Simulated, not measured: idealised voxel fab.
process module | voxel ribs on slabs
cross-section cut | 240 nm wide | cells 5 nm
A cross-section is a grid of square cells, given in bands from the top down. A band is one or more rows of cells.
Each band's line starts with the height of the band's top and of its bottom, in nm. Then come its materials from left to right, each with its width in nm. One material with "throughout" fills the band from edge to edge. "air" is empty space.
Height 0 is the level under which the wafer as received is all one material. The lowest band goes on downwards, as in "0 down".
A width such as "30 to 40" changes by the same amount from each row of cells to the next, from the band's top row to its bottom row.
"no change" after a step means that no cell of the cross-section changed.
closed voids: empty space of 8 cells or more with no open way to the top, each as width x height at its distance from the left edge, in nm
after a step's settings: what the simulator itself notes on the step
overlay nm, on a step with a mask: how far to the right of its planned place the mask lay; to the left if negative
plan
1 op RECEIVE | material Si
2 op DIRECTIONAL_DEP | material SiO2 | thk nm 25
3 op DIRECTIONAL_DEP | material polySi | thk nm 20
4 op PATTERN | tone cover | mask id RIB | material resist | width nm 25 | thk nm 15 | overlay nm 0
5 op DIRECTIONAL_ETCH | etch materials polySi | depth nm 5
6 op STRIP | etch materials resist
7 op PATTERN | tone cover | mask id SLAB | material resist | width nm 75 | thk nm 20 | overlay nm 0
8 op DIRECTIONAL_ETCH | etch materials polySi | depth nm 15
9 op STRIP | etch materials resist
10 op FILL_DEP | material SiO2 | thk nm 25
11 op CMP | height nm 65
12 op DIRECTIONAL_DEP | material TiN | thk nm 10
13 op MASKED_ETCH | tone cover | mask id HEATER | width nm 35 | etch materials TiN | depth nm 10 | overlay nm 0
14 op CONFORMAL_DEP | material SiO2 | thk nm 5
as received, after step 1
  0 down: Si throughout
  closed voids: none
a wafer at the end: this start, this plan, one mistake
  80 to 75: air 95 | SiO2 45 | air 100
  75 to 70: air 95 | SiO2 5 | TiN 35 | SiO2 5 | air 100
  70 to 65: SiO2 100 | TiN 35 | SiO2 105
  65 to 45: SiO2 throughout
  45 to 40: SiO2 105 | polySi 25 | SiO2 110
  40 to 25: SiO2 85 | polySi 70 | SiO2 85
  25 to 0: SiO2 throughout
  0 down: Si throughout
  closed voids: none
what went wrong: step 7 ran as: op PATTERN | tone cover | mask id SLAB | material resist | width nm 70 | thk nm 20 | overlay nm 0
